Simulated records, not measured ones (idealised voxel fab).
process module | voxel double patterning
cross-section cut | 240 nm wide | cells 5 nm
A cross-section is a grid of square cells, given in bands from the top down. A band is one or more rows of cells.
Each band's line starts with the height of the band's top and of its bottom, in nm. Then come its materials from left to right, each with its width in nm. One material with "throughout" fills the band from edge to edge. "air" is empty space.
Height 0 is the level under which the wafer as received is all one material. The lowest band goes on downwards, as in "0 down".
A width such as "30 to 40" changes by the same amount from each row of cells to the next, from the band's top row to its bottom row.
"no change" after a step means that no cell of the cross-section changed.
closed voids: empty space of 8 cells or more with no open way to the top, each as width x height at its distance from the left edge, in nm
after a step's settings: what the simulator itself notes on the step
overlay nm, on a step with a mask: how far to the right of its planned place the mask lay; to the left if negative
Each pair below shows a cross-section before one step and the cross-section after it, down to the lowest band that changed. The line under each pair gives the step between them, with its settings. The pairs can come from different runs of this module on the same starting wafer, so a pair continues from the pair above only where its "before" says so.
before
  0 down: Si throughout
  closed voids: none
after
  10 to 0: SiO2 throughout
  below 0: unchanged
  closed voids: none
the step between: op CONFORMAL_DEP | material SiO2 | thk nm 10
before: the cross-section after the pair above
after
  25 to 10: polySi throughout
  below 10: unchanged
  closed voids: none
the step between: op DIRECTIONAL_DEP | material polySi | thk nm 15
before: the cross-section after the pair above
after
  35 to 25: SiN throughout
  below 25: unchanged
  closed voids: none
the step between: op DIRECTIONAL_DEP | material SiN | thk nm 10
before: the cross-section after the pair above
after
  35 to 25: SiN 60 | air 15 | SiN 35 | air 15 | SiN 35 | air 15 | SiN 65
  below 25: unchanged
  closed voids: none
the step between: op MASKED_ETCH | tone open | mask id FIRST | width nm 15 | pitch nm 50 | etch materials SiN | depth nm 10 | overlay nm 0
before: the cross-section after the pair above
after
  35 to 25: SiN 60 | air 15 | SiN 10 | air 15 | SiN 10 | air 15 | SiN 10 | air 15 | SiN 10 | air 15 | SiN 65
  below 25: unchanged
  closed voids: none
the step between: op MASKED_ETCH | tone open | mask id SECOND | width nm 15 | pitch nm 50 | etch materials SiN | depth nm 10 | overlay nm 0
before: the cross-section after the pair above
after
  35 to 25: SiN 60 | air 15 | SiN 10 | air 15 | SiN 10 | air 15 | SiN 10 | air 15 | SiN 10 | air 15 | SiN 65
  25 to 10: polySi 60 | air 15 | polySi 10 | air 15 | polySi 10 | air 15 | polySi 10 | air 15 | polySi 10 | air 15 | polySi 65
  below 10: unchanged
  closed voids: none
the step between: op DIRECTIONAL_ETCH | etch materials polySi | depth nm 15
before: the cross-section after the pair above
after
  25 to 10: polySi 60 | air 15 | polySi 10 | air 15 | polySi 10 | air 15 | polySi 10 | air 15 | polySi 10 | air 15 | polySi 65
  below 10: unchanged
  closed voids: none
the step between: op STRIP | etch materials SiN
before
  0 down: Si throughout
  closed voids: none
after
  15 to 0: polySi throughout
  below 0: unchanged
  closed voids: none
the step between: op DIRECTIONAL_DEP | material polySi | thk nm 15
before: the cross-section after the pair above
after
  25 to 15: SiN throughout
  below 15: unchanged
  closed voids: none
the step between: op DIRECTIONAL_DEP | material SiN | thk nm 10
before: the cross-section after the pair above
after
  25 to 15: SiN 60 | air 15 | SiN 35 | air 15 | SiN 35 | air 15 | SiN 65
  below 15: unchanged
  closed voids: none
the step between: op MASKED_ETCH | tone open | mask id FIRST | width nm 15 | pitch nm 50 | etch materials SiN | depth nm 10 | overlay nm 0
before: the cross-section after the pair above
after
  25 to 15: SiN 60 | air 15 | SiN 10 | air 15 | SiN 10 | air 15 | SiN 10 | air 15 | SiN 10 | air 15 | SiN 65
  below 15: unchanged
  closed voids: none
the step between: op MASKED_ETCH | tone open | mask id SECOND | width nm 15 | pitch nm 50 | etch materials SiN | depth nm 10 | overlay nm 0
before: the cross-section after the pair above
after
  25 to 15: SiN 60 | air 15 | SiN 10 | air 15 | SiN 10 | air 15 | SiN 10 | air 15 | SiN 10 | air 15 | SiN 65
  15 to 0: polySi 60 | air 15 | polySi 10 | air 15 | polySi 10 | air 15 | polySi 10 | air 15 | polySi 10 | air 15 | polySi 65
  below 0: unchanged
  closed voids: none
the step between: op DIRECTIONAL_ETCH | etch materials polySi | depth nm 15
before: the cross-section after the pair above
after
  15 to 0: polySi 60 | air 15 | polySi 10 | air 15 | polySi 10 | air 15 | polySi 10 | air 15 | polySi 10 | air 15 | polySi 65
  below 0: unchanged
  closed voids: none
the step between: op STRIP | etch materials SiN
before
  25 to 10: polySi throughout
  10 to 0: SiO2 throughout
  0 down: Si throughout
  closed voids: none
after
  40 to 10: polySi throughout
  below 10: unchanged
  closed voids: none
the step between: op DIRECTIONAL_DEP | material polySi | thk nm 15
before: the cross-section after the pair above
after
  50 to 40: SiN throughout
  below 40: unchanged
  closed voids: none
the step between: op DIRECTIONAL_DEP | material SiN | thk nm 10
before: the cross-section after the pair above
after
  50 to 40: SiN 60 | air 15 | SiN 35 | air 15 | SiN 35 | air 15 | SiN 65
  below 40: unchanged
  closed voids: none
the step between: op MASKED_ETCH | tone open | mask id FIRST | width nm 15 | pitch nm 50 | etch materials SiN | depth nm 10 | overlay nm 0
before: the cross-section after the pair above
after
  50 to 40: SiN 60 | air 15 | SiN 10 | air 15 | SiN 10 | air 15 | SiN 10 | air 15 | SiN 10 | air 15 | SiN 65
  below 40: unchanged
  closed voids: none
the step between: op MASKED_ETCH | tone open | mask id SECOND | width nm 15 | pitch nm 50 | etch materials SiN | depth nm 10 | overlay nm 0
before: the cross-section after the pair above
after
  50 to 40: SiN 60 | air 15 | SiN 10 | air 15 | SiN 10 | air 15 | SiN 10 | air 15 | SiN 10 | air 15 | SiN 65
  40 to 25: polySi 60 | air 15 | polySi 10 | air 15 | polySi 10 | air 15 | polySi 10 | air 15 | polySi 10 | air 15 | polySi 65
  below 25: unchanged
  closed voids: none
the step between: op DIRECTIONAL_ETCH | etch materials polySi | depth nm 15
before: the cross-section after the pair above
after
  40 to 25: polySi 60 | air 15 | polySi 10 | air 15 | polySi 10 | air 15 | polySi 10 | air 15 | polySi 10 | air 15 | polySi 65
  below 25: unchanged
  closed voids: none
the step between: op STRIP | etch materials SiN
before
  15 to 0: polySi throughout
  0 down: Si throughout
  closed voids: none
after
  25 to 15: SiO2 throughout
  below 15: unchanged
  closed voids: none
the step between: op CONFORMAL_DEP | material SiO2 | thk nm 10
before: the cross-section after the pair above
after
  35 to 25: SiN throughout
  below 25: unchanged
  closed voids: none
the step between: op DIRECTIONAL_DEP | material SiN | thk nm 10
before: the cross-section after the pair above
after
  35 to 25: SiN 60 | air 15 | SiN 35 | air 15 | SiN 35 | air 15 | SiN 65
  below 25: unchanged
  closed voids: none
the step between: op MASKED_ETCH | tone open | mask id FIRST | width nm 15 | pitch nm 50 | etch materials SiN | depth nm 10 | overlay nm 0
before: the cross-section after the pair above
after
  35 to 25: SiN 60 | air 15 | SiN 10 | air 15 | SiN 10 | air 15 | SiN 10 | air 15 | SiN 10 | air 15 | SiN 65
  below 25: unchanged
  closed voids: none
the step between: op MASKED_ETCH | tone open | mask id SECOND | width nm 15 | pitch nm 50 | etch materials SiN | depth nm 10 | overlay nm 0
before: the cross-section after the pair above
after
  25 to 15: SiO2 throughout
  below 15: unchanged
  closed voids: none
the step between: op STRIP | etch materials SiN
before
  35 to 25: SiN 60 | air 15 | SiN 10 | air 15 | SiN 10 | air 15 | SiN 10 | air 15 | SiN 10 | air 15 | SiN 65
  25 to 10: polySi throughout
  10 to 0: SiO2 throughout
  0 down: Si throughout
  closed voids: none
after
  35 to 25: SiN 60 | air 15 | SiN 10 | air 15 | SiN 10 | air 15 | SiN 10 | air 15 | SiN 10 | air 15 | SiN 65
  25 to 20: polySi 60 | air 15 | polySi 10 | air 15 | polySi 10 | air 15 | polySi 10 | air 15 | polySi 10 | air 15 | polySi 65
  below 20: unchanged
  closed voids: none
the step between: op DIRECTIONAL_ETCH | etch materials polySi | depth nm 5
before: the cross-section after the pair above
after
  25 to 20: polySi 60 | air 15 | polySi 10 | air 15 | polySi 10 | air 15 | polySi 10 | air 15 | polySi 10 | air 15 | polySi 65
  below 20: unchanged
  closed voids: none
the step between: op STRIP | etch materials SiN
before
  35 to 25: SiN throughout
  25 to 10: polySi throughout
  10 to 0: SiO2 throughout
  0 down: Si throughout
  closed voids: none
after
  35 to 25: SiN 60 | air 20 | SiN 30 | air 20 | SiN 30 | air 20 | SiN 60
  below 25: unchanged
  closed voids: none
the step between: op MASKED_ETCH | tone open | mask id FIRST | width nm 20 | pitch nm 50 | etch materials SiN | depth nm 10 | overlay nm 0
before: the cross-section after the pair above
after
  35 to 25: SiN 60 | air 20 | SiN 5 | air 15 | SiN 10 | air 20 | SiN 5 | air 15 | SiN 10 | air 20 | SiN 60
  below 25: unchanged
  closed voids: none
the step between: op MASKED_ETCH | tone open | mask id SECOND | width nm 15 | pitch nm 50 | etch materials SiN | depth nm 10 | overlay nm 0
before: the cross-section after the pair above
after
  35 to 25: SiN 60 | air 20 | SiN 5 | air 15 | SiN 10 | air 20 | SiN 5 | air 15 | SiN 10 | air 20 | SiN 60
  25 to 10: polySi 60 | air 20 | polySi 5 | air 15 | polySi 10 | air 20 | polySi 5 | air 15 | polySi 10 | air 20 | polySi 60
  below 10: unchanged
  closed voids: none
the step between: op DIRECTIONAL_ETCH | etch materials polySi | depth nm 15
before: the cross-section after the pair above
after
  25 to 10: polySi 60 | air 20 | polySi 5 | air 15 | polySi 10 | air 20 | polySi 5 | air 15 | polySi 10 | air 20 | polySi 60
  below 10: unchanged
  closed voids: none
the step between: op STRIP | etch materials SiN
before
  35 to 25: SiN throughout
  25 to 10: polySi throughout
  10 to 0: SiO2 throughout
  0 down: Si throughout
  closed voids: none
after
  35 to 25: SiN 65 | air 15 | SiN 35 | air 15 | SiN 35 | air 15 | SiN 60
  below 25: unchanged
  closed voids: none
the step between: op MASKED_ETCH | tone open | mask id FIRST | width nm 15 | pitch nm 50 | etch materials SiN | depth nm 10 | overlay nm 5
before: the cross-section after the pair above
after
  35 to 25: SiN 65 | air 15 | SiN 5 | air 15 | SiN 15 | air 15 | SiN 5 | air 15 | SiN 15 | air 15 | SiN 60
  below 25: unchanged
  closed voids: none
the step between: op MASKED_ETCH | tone open | mask id SECOND | width nm 15 | pitch nm 50 | etch materials SiN | depth nm 10 | overlay nm 0
before: the cross-section after the pair above
after
  35 to 25: SiN 65 | air 15 | SiN 5 | air 15 | SiN 15 | air 15 | SiN 5 | air 15 | SiN 15 | air 15 | SiN 60
  25 to 10: polySi 65 | air 15 | polySi 5 | air 15 | polySi 15 | air 15 | polySi 5 | air 15 | polySi 15 | air 15 | polySi 60
  below 10: unchanged
  closed voids: none
the step between: op DIRECTIONAL_ETCH | etch materials polySi | depth nm 15
before: the cross-section after the pair above
after
  25 to 10: polySi 65 | air 15 | polySi 5 | air 15 | polySi 15 | air 15 | polySi 5 | air 15 | polySi 15 | air 15 | polySi 60
  below 10: unchanged
  closed voids: none
the step between: op STRIP | etch materials SiN
before
  25 to 10: polySi throughout
  10 to 0: SiO2 throughout
  0 down: Si throughout
  closed voids: none
after
  35 to 25: SiO2 throughout
  below 25: unchanged
  closed voids: none
the step between: op DIRECTIONAL_DEP | material SiO2 | thk nm 10
before
  35 to 25: SiN 60 | air 15 | SiN 35 | air 15 | SiN 35 | air 15 | SiN 65
  25 to 10: polySi throughout
  10 to 0: SiO2 throughout
  0 down: Si throughout
  closed voids: none
after
  35 to 25: air 85 | SiN 15 | air 35 | SiN 15 | air 90
  below 25: unchanged
  closed voids: none
the step between: op MASKED_ETCH | tone cover | mask id SECOND | width nm 15 | pitch nm 50 | etch materials SiN | depth nm 10 | overlay nm 0
before: the cross-section after the pair above
after
  35 to 25: air 85 | SiN 15 | air 35 | SiN 15 | air 90
  25 to 10: air 85 | polySi 15 | air 35 | polySi 15 | air 90
  below 10: unchanged
  closed voids: none
the step between: op DIRECTIONAL_ETCH | etch materials polySi | depth nm 15
before: the cross-section after the pair above
after
  25 to 10: air 85 | polySi 15 | air 35 | polySi 15 | air 90
  below 10: unchanged
  closed voids: none
the step between: op STRIP | etch materials SiN
